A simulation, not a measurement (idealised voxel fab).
voxel capacitor over wiring: a process module
Displayed cross-section: cut, width of 270 nm, square cells sized 5 nm.
Heads up, the way a cross-section reads in here is a grid of square cells, handed over as bands from the top down, with every band being one or more rows of cells.
Per band: top height and bottom height in nm, followed by the left-to-right materials and their widths in nm; "everywhere" marks a single material spanning edge to edge, "blank" marks empty space.
We count height from 0. Below that, the starting wafer is all one material. The lowest band never ends at the bottom but goes on down; see "z 0 and below" for how that is written.
So if you see something like "30..40" for the width, read it as the top row of the band sitting at the first number and the bottom row at the second, with every row in between moving by the same amount as the last.
For the purposes of this document, the phrase "remained unchanged" attached to a step denotes that no cell within the cross-section was modified by that step.
"Fully enclosed voids" contains a list of empty spaces, each no smaller than 8 cells and without an open way to the top, written in the form width x height at distance with the distance from the left edge and all three in nm.
The remark found on a step's line after its settings is issued by the simulator itself and pertains to that step.
The "overlay nm" setting may appear on a step's line; for a step that uses a mask, it gives how far to the right of its planned position the mask lay, and a negative value indicates the left.
Read the rest as pairs. Take the cross-section before one process step, then the cross-section after it, which shows only down to the lowest band that changed. Under the pair, find the step between them and its settings. Bear in mind that pairs may come from different runs of this module on the same starting wafer: link a pair to the pair above it only where its entry headed "Ahead of processing" says to.

AHEAD OF PROCESSING
* z 0 and below  Si everywhere
* Fully enclosed voids: none

STEP OUTCOME
* z 15 to 0  TiN everywhere
* Note: structure below 0 unchanged.
* Fully enclosed voids: none
The transition between the preceding cross-sections is accomplished by op CONFORMAL_DEP | material TiN | thk nm 15

Ahead of processing: as in the pair right above, post-step view.

STEP OUTCOME
* z 20 to 15  SiN everywhere
* Note: structure below 15 unchanged.
* Fully enclosed voids: none
The transition between the preceding cross-sections is accomplished by op CONFORMAL_DEP | material SiN | thk nm 5

Ahead of processing: as in the pair right above, post-step view.

STEP OUTCOME
* z 40 to 20  lowk everywhere
* Note: structure below 20 unchanged.
* Fully enclosed voids: none
The transition between the preceding cross-sections is accomplished by op DIRECTIONAL_DEP | material lowk | thk nm 20

Ahead of processing: as in the pair right above, post-step view.

STEP OUTCOME
* z 50 to 40  aC everywhere
* Note: structure below 40 unchanged.
* Fully enclosed voids: none
The transition between the preceding cross-sections is accomplished by op DIRECTIONAL_DEP | material aC | thk nm 10

Ahead of processing: as in the pair right above, post-step view.

STEP OUTCOME
* z 80 to 50  resist=85 | blank=20 | resist=55 | blank=20 | resist=90
* Note: structure below 50 unchanged.
* Fully enclosed voids: none
The transition between the preceding cross-sections is accomplished by op PATTERN | tone open | mask id METAL_1 | material resist | width nm 20 | pitch nm 75 | thk nm 30 | overlay nm 0

Ahead of processing: as in the pair right above, post-step view.

STEP OUTCOME
* z 70 to 50  resist=85 | blank=20 | resist=55 | blank=20 | resist=90
* z 50 to 40  aC=85 | blank=20 | aC=55 | blank=20 | aC=90
* Note: structure below 40 unchanged.
* Fully enclosed voids: none
The transition between the preceding cross-sections is accomplished by op DIRECTIONAL_ETCH | etch materials aC | depth nm 10

Ahead of processing: as in the pair right above, post-step view.

STEP OUTCOME
* z 50 to 40  aC=85 | blank=20 | aC=55 | blank=20 | aC=90
* Note: structure below 40 unchanged.
* Fully enclosed voids: none
The transition between the preceding cross-sections is accomplished by op STRIP | etch materials resist

Ahead of processing: as in the pair right above, post-step view.

STEP OUTCOME
* z 50 to 40  aC=85 | blank=20 | aC=55 | blank=20 | aC=90
* z 40 to 20  lowk=85 | blank=20 | lowk=55 | blank=20 | lowk=90
* Note: structure below 20 unchanged.
* Fully enclosed voids: none
The transition between the preceding cross-sections is accomplished by op DIRECTIONAL_ETCH | etch materials lowk | depth nm 20

Ahead of processing: as in the pair right above, post-step view.

STEP OUTCOME
* z 50 to 40  aC=85 | blank=20 | aC=55 | blank=20 | aC=90
* z 40 to 20  lowk=85 | blank=20 | lowk=55 | blank=20 | lowk=90
* z 20 to 15  SiN=85 | blank=20 | SiN=55 | blank=20 | SiN=90
* Note: structure below 15 unchanged.
* Fully enclosed voids: none
The transition between the preceding cross-sections is accomplished by op DIRECTIONAL_ETCH | etch materials SiN | depth nm 5

Ahead of processing: as in the pair right above, post-step view.

STEP OUTCOME
* z 40 to 20  lowk=85 | blank=20 | lowk=55 | blank=20 | lowk=90
* Note: structure below 20 unchanged.
* Fully enclosed voids: none
The transition between the preceding cross-sections is accomplished by op STRIP | etch materials aC

Ahead of processing: as in the pair right above, post-step view.

STEP OUTCOME
* z 45 to 40  TiN=90 | blank=10 | TiN=65 | blank=10 | TiN=95
* z 40 to 20  lowk=85 | TiN=5 | blank=10 | TiN=5 | lowk=55 | TiN=5 | blank=10 | TiN=5 | lowk=90
* z 20 to 15  SiN=85 | TiN=20 | SiN=55 | TiN=20 | SiN=90
* Note: structure below 15 unchanged.
* Fully enclosed voids: none
The transition between the preceding cross-sections is accomplished by op CONFORMAL_DEP | material TiN | thk nm 5

Ahead of processing: as in the pair right above, post-step view.

STEP OUTCOME
* z 55 to 45  W everywhere
* z 45 to 40  TiN=90 | W=10 | TiN=65 | W=10 | TiN=95
* z 40 to 20  lowk=85 | TiN=5 | W=10 | TiN=5 | lowk=55 | TiN=5 | W=10 | TiN=5 | lowk=90
* Note: structure below 20 unchanged.
* Fully enclosed voids: none
The transition between the preceding cross-sections is accomplished by op FILL_DEP | material W | thk nm 10

Ahead of processing: as in the pair right above, post-step view.

STEP OUTCOME
* z 40 to 20  lowk=85 | TiN=5 | W=10 | TiN=5 | lowk=55 | TiN=5 | W=10 | TiN=5 | lowk=90
* Note: structure below 20 unchanged.
* Fully enclosed voids: none
The transition between the preceding cross-sections is accomplished by op CMP | height nm 40

Ahead of processing: as in the pair right above, post-step view.

STEP OUTCOME
* z 45 to 40  blank=80 | Ru=30 | blank=45 | Ru=30 | blank=85
* Note: structure below 40 unchanged.
* Fully enclosed voids: none
The transition between the preceding cross-sections is accomplished by op EPI | material Ru | thk nm 5

Ahead of processing: as in the pair right above, post-step view.

STEP OUTCOME
* z 50 to 45  SiCN everywhere
* z 45 to 40  SiCN=80 | Ru=30 | SiCN=45 | Ru=30 | SiCN=85
* Note: structure below 40 unchanged.
* Fully enclosed voids: none
The transition between the preceding cross-sections is accomplished by op FILL_DEP | material SiCN | thk nm 5

Ahead of processing: as in the pair right above, post-step view.

STEP OUTCOME
* z 70 to 50  lowk everywhere
* Note: structure below 50 unchanged.
* Fully enclosed voids: none
The transition between the preceding cross-sections is accomplished by op DIRECTIONAL_DEP | material lowk | thk nm 20

Ahead of processing: as in the pair right above, post-step view.

STEP OUTCOME
* z 85 to 70  aC everywhere
* Note: structure below 70 unchanged.
* Fully enclosed voids: none
The transition between the preceding cross-sections is accomplished by op DIRECTIONAL_DEP | material aC | thk nm 15

Ahead of processing: as in the pair right above, post-step view.

STEP OUTCOME
* z 120 to 85  resist=90 | blank=15 | resist=165
* Note: structure below 85 unchanged.
* Fully enclosed voids: none
The transition between the preceding cross-sections is accomplished by op PATTERN | tone open | mask id PLUG_1 | material resist | width nm 15 | thk nm 35 | overlay nm 0

Ahead of processing: as in the pair right above, post-step view.

STEP OUTCOME
* z 105 to 85  resist=90 | blank=15 | resist=165
* z 85 to 70  aC=90 | blank=15 | aC=165
* Note: structure below 70 unchanged.
* Fully enclosed voids: none
The transition between the preceding cross-sections is accomplished by op DIRECTIONAL_ETCH | etch materials aC | depth nm 15

Ahead of processing: as in the pair right above, post-step view.

STEP OUTCOME
* z 85 to 70  aC=90 | blank=15 | aC=165
* Note: structure below 70 unchanged.
* Fully enclosed voids: none
The transition between the preceding cross-sections is accomplished by op STRIP | etch materials resist

Ahead of processing: as in the pair right above, post-step view.

STEP OUTCOME
* z 85 to 70  aC=90 | blank=15 | aC=165
* z 70 to 50  lowk=90 | blank=15 | lowk=165
* Note: structure below 50 unchanged.
* Fully enclosed voids: none
The transition between the preceding cross-sections is accomplished by op DIRECTIONAL_ETCH | etch materials lowk | depth nm 20

Ahead of processing: as in the pair right above, post-step view.

STEP OUTCOME
* z 85 to 70  aC=90 | blank=15 | aC=165
* z 70 to 50  lowk=90 | blank=15 | lowk=165
* z 50 to 45  SiCN=90 | blank=15 | SiCN=165
* Note: structure below 45 unchanged.
* Fully enclosed voids: none
The transition between the preceding cross-sections is accomplished by op DIRECTIONAL_ETCH | etch materials SiCN | depth nm 5

Ahead of processing: as in the pair right above, post-step view.

STEP OUTCOME
* z 70 to 50  lowk=90 | blank=15 | lowk=165
* Note: structure below 50 unchanged.
* Fully enclosed voids: none
The transition between the preceding cross-sections is accomplished by op STRIP | etch materials aC

Ahead of processing: as in the pair right above, post-step view.

STEP OUTCOME
* z 75 to 70  TiN=95 | blank=5 | TiN=170
* z 70 to 50  lowk=90 | TiN=5 | blank=5 | TiN=5 | lowk=165
* z 50 to 45  SiCN=90 | TiN=15 | SiCN=165
* Note: structure below 45 unchanged.
* Fully enclosed voids: none
The transition between the preceding cross-sections is accomplished by op CONFORMAL_DEP | material TiN | thk nm 5

Ahead of processing: as in the pair right above, post-step view.

STEP OUTCOME
* z 85 to 75  W everywhere
* z 75 to 70  TiN=95 | W=5 | TiN=170
* z 70 to 50  lowk=90 | TiN=5 | W=5 | TiN=5 | lowk=165
* Note: structure below 50 unchanged.
* Fully enclosed voids: none
The transition between the preceding cross-sections is accomplished by op FILL_DEP | material W | thk nm 10

Ahead of processing: as in the pair right above, post-step view.

STEP OUTCOME
* z 70 to 50  lowk=90 | TiN=5 | W=5 | TiN=5 | lowk=165
* Note: structure below 50 unchanged.
* Fully enclosed voids: none
The transition between the preceding cross-sections is accomplished by op CMP | height nm 70

Ahead of processing: as in the pair right above, post-step view.

STEP OUTCOME
* z 80 to 70  TiN everywhere
* Note: structure below 70 unchanged.
* Fully enclosed voids: none
The transition between the preceding cross-sections is accomplished by op DIRECTIONAL_DEP | material TiN | thk nm 10

Ahead of processing: as in the pair right above, post-step view.

STEP OUTCOME
* z 85 to 80  SiN everywhere
* Note: structure below 80 unchanged.
* Fully enclosed voids: none
The transition between the preceding cross-sections is accomplished by op DIRECTIONAL_DEP | material SiN | thk nm 5

Ahead of processing: as in the pair right above, post-step view.

STEP OUTCOME
* z 90 to 85  TiN everywhere
* Note: structure below 85 unchanged.
* Fully enclosed voids: none
The transition between the preceding cross-sections is accomplished by op DIRECTIONAL_DEP | material TiN | thk nm 5

Ahead of processing: as in the pair right above, post-step view.

STEP OUTCOME
* z 90 to 85  blank=90 | TiN=60 | blank=120
* Note: structure below 85 unchanged.
* Fully enclosed voids: none
The transition between the preceding cross-sections is accomplished by op MASKED_ETCH | tone cover | mask id UPPER_PLATE | width nm 60 | etch materials TiN | depth nm 5 | overlay nm 0

Ahead of processing: as in the pair right above, post-step view.

STEP OUTCOME
* z 90 to 85  blank=90 | TiN=60 | blank=120
* z 85 to 80  blank=90 | SiN=60 | blank=120
* Note: structure below 80 unchanged.
* Fully enclosed voids: none
The transition between the preceding cross-sections is accomplished by op MASKED_ETCH | tone cover | mask id UPPER_PLATE | width nm 60 | etch materials SiN | depth nm 5 | overlay nm 0

Ahead of processing: as in the pair right above, post-step view.

STEP OUTCOME
* z 105 to 90  blank=85 | resist=70 | blank=115
* z 90 to 85  blank=85 | resist=5 | TiN=60 | resist=5 | blank=115
* z 85 to 80  blank=85 | resist=5 | SiN=60 | resist=5 | blank=115
* Note: structure below 80 unchanged.
* Fully enclosed voids: none
The transition between the preceding cross-sections is accomplished by op PATTERN | tone cover | mask id LOWER_PLATE | material resist | width nm 70 | thk nm 15 | overlay nm 0

Ahead of processing: as in the pair right above, post-step view.

STEP OUTCOME
* z 105 to 90  blank=85 | resist=70 | blank=115
* z 90 to 85  blank=85 | resist=5 | TiN=60 | resist=5 | blank=115
* z 85 to 80  blank=85 | resist=5 | SiN=60 | resist=5 | blank=115
* z 80 to 70  blank=85 | TiN=70 | blank=115
* Note: structure below 70 unchanged.
* Fully enclosed voids: none
The transition between the preceding cross-sections is accomplished by op DIRECTIONAL_ETCH | etch materials TiN | depth nm 10

Ahead of processing: as in the pair right above, post-step view.

STEP OUTCOME
* z 90 to 85  blank=90 | TiN=60 | blank=120
* z 85 to 80  blank=90 | SiN=60 | blank=120
* Note: structure below 80 unchanged.
* Fully enclosed voids: none
The transition between the preceding cross-sections is accomplished by op STRIP | etch materials resist

Ahead of processing: as in the pair right above, post-step view.

STEP OUTCOME
* z 105 to 90  SiO2 everywhere
* z 90 to 85  SiO2=90 | TiN=60 | SiO2=120
* z 85 to 80  SiO2=90 | SiN=60 | SiO2=120
* z 80 to 70  SiO2=85 | TiN=70 | SiO2=115
* Note: structure below 70 unchanged.
* Fully enclosed voids: none
The transition between the preceding cross-sections is accomplished by op FILL_DEP | material SiO2 | thk nm 15

Ahead of processing: as in the pair right above, post-step view.

STEP OUTCOME
* z 100 to 90  SiO2 everywhere
* Note: structure below 90 unchanged.
* Fully enclosed voids: none
The transition between the preceding cross-sections is accomplished by op CMP | height nm 100

Ahead of processing: as in the pair right above, post-step view.

STEP OUTCOME
* z 110 to 100  aC everywhere
* Note: structure below 100 unchanged.
* Fully enclosed voids: none
The transition between the preceding cross-sections is accomplished by op DIRECTIONAL_DEP | material aC | thk nm 10

Ahead of processing: as in the pair right above, post-step view.

STEP OUTCOME
* z 140 to 110  resist=100 | blank=15 | resist=155
* Note: structure below 110 unchanged.
* Fully enclosed voids: none
The transition between the preceding cross-sections is accomplished by op PATTERN | tone open | mask id PLUG_2 | material resist | width nm 15 | thk nm 30 | overlay nm 0

Ahead of processing: as in the pair right above, post-step view.

STEP OUTCOME
* z 130 to 110  resist=100 | blank=15 | resist=155
* z 110 to 100  aC=100 | blank=15 | aC=155
* Note: structure below 100 unchanged.
* Fully enclosed voids: none
The transition between the preceding cross-sections is accomplished by op DIRECTIONAL_ETCH | etch materials aC | depth nm 10

Ahead of processing: as in the pair right above, post-step view.

STEP OUTCOME
* z 110 to 100  aC=100 | blank=15 | aC=155
* Note: structure below 100 unchanged.
* Fully enclosed voids: none
The transition between the preceding cross-sections is accomplished by op STRIP | etch materials resist

Ahead of processing: as in the pair right above, post-step view.

STEP OUTCOME
* z 110 to 100  aC=100 | blank=15 | aC=155
* z 100 to 90  SiO2=100 | blank=15 | SiO2=155
* Note: structure below 90 unchanged.
* Fully enclosed voids: none
The transition between the preceding cross-sections is accomplished by op DIRECTIONAL_ETCH | etch materials SiO2 | depth nm 10

Ahead of processing: as in the pair right above, post-step view.

STEP OUTCOME
* z 100 to 90  SiO2=100 | blank=15 | SiO2=155
* Note: structure below 90 unchanged.
* Fully enclosed voids: none
The transition between the preceding cross-sections is accomplished by op STRIP | etch materials aC

Ahead of processing: as in the pair right above, post-step view.

STEP OUTCOME
* z 105 to 100  TiN=105 | blank=5 | TiN=160
* z 100 to 95  SiO2=100 | TiN=5 | blank=5 | TiN=5 | SiO2=155
* z 95 to 85  SiO2=100..90 | TiN=15..60 | SiO2=155..120
* Note: structure below 85 unchanged.
* Fully enclosed voids: none
The transition between the preceding cross-sections is accomplished by op CONFORMAL_DEP | material TiN | thk nm 5

Ahead of processing: as in the pair right above, post-step view.

STEP OUTCOME
* z 115 to 105  Ru everywhere
* z 105 to 100  TiN=105 | Ru=5 | TiN=160
* z 100 to 95  SiO2=100 | TiN=5 | Ru=5 | TiN=5 | SiO2=155
* Note: structure below 95 unchanged.
* Fully enclosed voids: none
The transition between the preceding cross-sections is accomplished by op FILL_DEP | material Ru | thk nm 10

Ahead of processing: as in the pair right above, post-step view.

STEP OUTCOME
* z 100 to 95  SiO2=100 | TiN=5 | Ru=5 | TiN=5 | SiO2=155
* Note: structure below 95 unchanged.
* Fully enclosed voids: none
The transition between the preceding cross-sections is accomplished by op CMP | height nm 100

Ahead of processing: as in the pair right above, post-step view.

STEP OUTCOME
* z 105 to 100  SiN everywhere
* Note: structure below 100 unchanged.
* Fully enclosed voids: none
The transition between the preceding cross-sections is accomplished by op CONFORMAL_DEP | material SiN | thk nm 5

AHEAD OF PROCESSING
* z 90 to 85  TiN everywhere
* z 85 to 80  SiN everywhere
* z 80 to 70  TiN everywhere
* z 70 to 50  lowk=90 | TiN=5 | W=5 | TiN=5 | lowk=165
* z 50 to 45  SiCN=90 | TiN=15 | SiCN=165
* z 45 to 40  SiCN=80 | Ru=30 | SiCN=45 | Ru=30 | SiCN=85
* z 40 to 20  lowk=85 | TiN=5 | W=10 | TiN=5 | lowk=55 | TiN=5 | W=10 | TiN=5 | lowk=90
* z 20 to 15  SiN=85 | TiN=20 | SiN=55 | TiN=20 | SiN=90
* z 15 to 0  SiO2 everywhere
* z 0 and below  Si everywhere
* Fully enclosed voids: none

STEP OUTCOME
* z 90 to 85  TiN=90 | blank=60 | TiN=120
* Note: structure below 85 unchanged.
* Fully enclosed voids: none
The transition between the preceding cross-sections is accomplished by op MASKED_ETCH | tone open | mask id UPPER_PLATE | width nm 60 | etch materials TiN | depth nm 5 | overlay nm 0

Ahead of processing: as in the pair right above, post-step view.

STEP OUTCOME
* z 105 to 90  blank=85 | resist=70 | blank=115
* z 90 to 85  TiN=90 | resist=60 | TiN=120
* Note: structure below 85 unchanged.
* Fully enclosed voids: none
The transition between the preceding cross-sections is accomplished by op PATTERN | tone cover | mask id LOWER_PLATE | material resist | width nm 70 | thk nm 15 | overlay nm 0

Ahead of processing: as in the pair right above, post-step view.

STEP OUTCOME
* z 105 to 90  blank=85 | resist=70 | blank=115
* z 90 to 85  blank=85 | TiN=5 | resist=60 | TiN=5 | blank=115
* Note: structure below 85 unchanged.
* Fully enclosed voids: none
The transition between the preceding cross-sections is accomplished by op DIRECTIONAL_ETCH | etch materials TiN | depth nm 10

Ahead of processing: as in the pair right above, post-step view.

STEP OUTCOME
* z 90 to 85  blank=85 | TiN=5 | blank=60 | TiN=5 | blank=115
* Note: structure below 85 unchanged.
* Fully enclosed voids: none
The transition between the preceding cross-sections is accomplished by op STRIP | etch materials resist

Ahead of processing: as in the pair right above, post-step view.

STEP OUTCOME
* z 105 to 90  SiO2 everywhere
* z 90 to 85  SiO2=85 | TiN=5 | SiO2=60 | TiN=5 | SiO2=115
* Note: structure below 85 unchanged.
* Fully enclosed voids: none
The transition between the preceding cross-sections is accomplished by op FILL_DEP | material SiO2 | thk nm 15

Ahead of processing: as in the pair right above, post-step view.

STEP OUTCOME
* z 100 to 90  SiO2 everywhere
* Note: structure below 90 unchanged.
* Fully enclosed voids: none
The transition between the preceding cross-sections is accomplished by op CMP | height nm 100

Ahead of processing: as in the pair right above, post-step view.

STEP OUTCOME
* z 110 to 100  aC everywhere
* Note: structure below 100 unchanged.
* Fully enclosed voids: none
The transition between the preceding cross-sections is accomplished by op DIRECTIONAL_DEP | material aC | thk nm 10

Ahead of processing: as in the pair right above, post-step view.

STEP OUTCOME
* z 140 to 110  resist=100 | blank=15 | resist=155
* Note: structure below 110 unchanged.
* Fully enclosed voids: none
The transition between the preceding cross-sections is accomplished by op PATTERN | tone open | mask id PLUG_2 | material resist | width nm 15 | thk nm 30 | overlay nm 0

Ahead of processing: as in the pair right above, post-step view.

STEP OUTCOME
* z 130 to 110  resist=100 | blank=15 | resist=155
* z 110 to 100  aC=100 | blank=15 | aC=155
* Note: structure below 100 unchanged.
* Fully enclosed voids: none
The transition between the preceding cross-sections is accomplished by op DIRECTIONAL_ETCH | etch materials aC | depth nm 10

Ahead of processing: as in the pair right above, post-step view.

STEP OUTCOME
* z 110 to 100  aC=100 | blank=15 | aC=155
* Note: structure below 100 unchanged.
* Fully enclosed voids: none
The transition between the preceding cross-sections is accomplished by op STRIP | etch materials resist

Ahead of processing: as in the pair right above, post-step view.

STEP OUTCOME
* z 110 to 100  aC=100 | blank=15 | aC=155
* z 100 to 90  SiO2=100 | blank=15 | SiO2=155
* Note: structure below 90 unchanged.
* Fully enclosed voids: none
The transition between the preceding cross-sections is accomplished by op DIRECTIONAL_ETCH | etch materials SiO2 | depth nm 10

Ahead of processing: as in the pair right above, post-step view.

STEP OUTCOME
* z 100 to 90  SiO2=100 | blank=15 | SiO2=155
* Note: structure below 90 unchanged.
* Fully enclosed voids: none
The transition between the preceding cross-sections is accomplished by op STRIP | etch materials aC

Ahead of processing: as in the pair right above, post-step view.

STEP OUTCOME
* z 105 to 100  TiN=105 | blank=5 | TiN=160
* z 100 to 95  SiO2=100 | TiN=5 | blank=5 | TiN=5 | SiO2=155
* z 95 to 90  SiO2=100 | TiN=15 | SiO2=155
* Note: structure below 90 unchanged.
* Fully enclosed voids: none
The transition between the preceding cross-sections is accomplished by op CONFORMAL_DEP | material TiN | thk nm 5

Ahead of processing: as in the pair right above, post-step view.

STEP OUTCOME
* z 115 to 105  Ru everywhere
* z 105 to 100  TiN=105 | Ru=5 | TiN=160
* z 100 to 95  SiO2=100 | TiN=5 | Ru=5 | TiN=5 | SiO2=155
* Note: structure below 95 unchanged.
* Fully enclosed voids: none
The transition between the preceding cross-sections is accomplished by op FILL_DEP | material Ru | thk nm 10

Ahead of processing: as in the pair right above, post-step view.

STEP OUTCOME
* z 100 to 95  SiO2=100 | TiN=5 | Ru=5 | TiN=5 | SiO2=155
* Note: structure below 95 unchanged.
* Fully enclosed voids: none
The transition between the preceding cross-sections is accomplished by op CMP | height nm 100

Ahead of processing: as in the pair right above, post-step view.

STEP OUTCOME
* z 105 to 100  SiN everywhere
* Note: structure below 100 unchanged.
* Fully enclosed voids: none
The transition between the preceding cross-sections is accomplished by op CONFORMAL_DEP | material SiN | thk nm 5
